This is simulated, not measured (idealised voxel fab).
Module name: voxel gate over fins (process module)
The width of the displayed cross-section, cut, is 280 nm; its cells are square, with a size of 5 nm.
Square cells in a grid make up a cross-section in this document, and the grid is given as bands, listed from the top down, each one or more rows of cells.
Top height, bottom height, nm. Materials left to right, width each, nm. Single material + "full width" = fills band edge to edge. "air" = empty.
The level at which height equals 0 is the one under which the wafer, as it arrives, is entirely one material. No lower edge exists for the bottom band, which continues downward and is notated as in "0 -> down".
You'd read "30..40" like this: the band's top row of cells is as wide as the first number, its bottom row is as wide as the second, and going down, every row changes width by the same amount as the row before did.
Any step labelled "nothing altered" changed none of the cells in the cross-section.
"Voids lacking openings" lists enclosed empty spaces (at least 8 cells, no open path upward to the top), each as width x height at distance from the left edge, in nm.
Read whatever lies past the settings on a step's line as the simulator's own remark about the step.
overlay nm: for a step with a mask, the amount by which the mask lay right of where it was planned; a negative amount means left of it.
Set out below are the planned steps of the process:
step 1: RECEIVE,material Si
step 2: CONFORMAL_DEP,material SiN,thk nm 5
step 3: PATTERN,tone cover,mask id FINS,material resist,width nm 15,pitch nm 35,thk nm 15,overlay nm 0
step 4: DIRECTIONAL_ETCH,etch materials SiN,depth nm 5
step 5: DIRECTIONAL_ETCH,etch materials Si,depth nm 40
step 6: STRIP,etch materials resist
step 7: OXIDIZE,depth nm 5
step 8: FILL_DEP,material SiO2,thk nm 15
step 9: CMP,height nm 5
step 10: SELECTIVE_ETCH,etch materials SiO2,depth nm 15
step 11: STRIP,etch materials SiN
step 12: CONFORMAL_DEP,material HfO2,thk nm 5
step 13: CONFORMAL_DEP,material TiN,thk nm 5
step 14: CONFORMAL_DEP,material TiAl,thk nm 5
step 15: CONFORMAL_DEP,material TiN,thk nm 5
step 16: FILL_DEP,material W,thk nm 10
step 17: CMP,height nm 25
step 18: CONFORMAL_DEP,material SiN,thk nm 10
Received-state cross-section, reflecting completion of step 1:
  0 -> down  Si full width
  Voids lacking openings: none
First wafer of two, sectioned at end of module; run went per plan:
  35 -> 25  SiN full width
  25 -> 20  W full width
  20 -> 15  80 of W / 115 of TiN / 85 of W
  15 -> 10  80 of W / 5 of TiN / 105 of TiAl / 5 of TiN / 85 of W
  10 -> 5  85 of TiN / 5 of TiAl / 25 of TiN / 10 of TiAl / 25 of TiN / 10 of TiAl / 25 of TiN / 5 of TiAl / 90 of TiN
  5 -> 0  90 of TiAl / 5 of TiN / 15 of HfO2 / 5 of TiN / 10 of TiAl / 5 of TiN / 15 of HfO2 / 5 of TiN / 10 of TiAl / 5 of TiN / 15 of HfO2 / 5 of TiN / 95 of TiAl
  0 -> -5  95 of TiN / 5 of HfO2 / 5 of Si / 5 of HfO2 / 20 of TiN / 5 of HfO2 / 5 of Si / 5 of HfO2 / 20 of TiN / 5 of HfO2 / 5 of Si / 5 of HfO2 / 100 of TiN
  -5 -> -10  100 of HfO2 / 5 of Si / 30 of HfO2 / 5 of Si / 30 of HfO2 / 5 of Si / 105 of HfO2
  -10 -> -45  100 of SiO2 / 5 of Si / 30 of SiO2 / 5 of Si / 30 of SiO2 / 5 of Si / 105 of SiO2
  -45 -> down  Si full width
  Voids lacking openings: none
Here is the second of the two wafers cut open at the end of the module - same start, same plan as the first one, but we made one mistake running it:
  35 -> 25  SiN full width
  25 -> 15  W full width
  15 -> 5  85 of W / 105 of TiN / 90 of W
  5 -> 0  95 of TiN / 15 of HfO2 / 20 of TiN / 15 of HfO2 / 20 of TiN / 15 of HfO2 / 100 of TiN
  0 -> -5  95 of TiN / 5 of HfO2 / 5 of Si / 5 of HfO2 / 20 of TiN / 5 of HfO2 / 5 of Si / 5 of HfO2 / 20 of TiN / 5 of HfO2 / 5 of Si / 5 of HfO2 / 100 of TiN
  -5 -> -10  100 of HfO2 / 5 of Si / 30 of HfO2 / 5 of Si / 30 of HfO2 / 5 of Si / 105 of HfO2
  -10 -> -45  100 of SiO2 / 5 of Si / 30 of SiO2 / 5 of Si / 30 of SiO2 / 5 of Si / 105 of SiO2
  -45 -> down  Si full width
  Voids lacking openings: none
Heads up, the wafer didn't run the way we planned it: heads up, step 14 of the plan was skipped and never actually ran
At the finish, the second wafer shows more or fewer cells for some materials than the first does: 68 fewer of TiAl; 8 more of TiN; 60 more of W
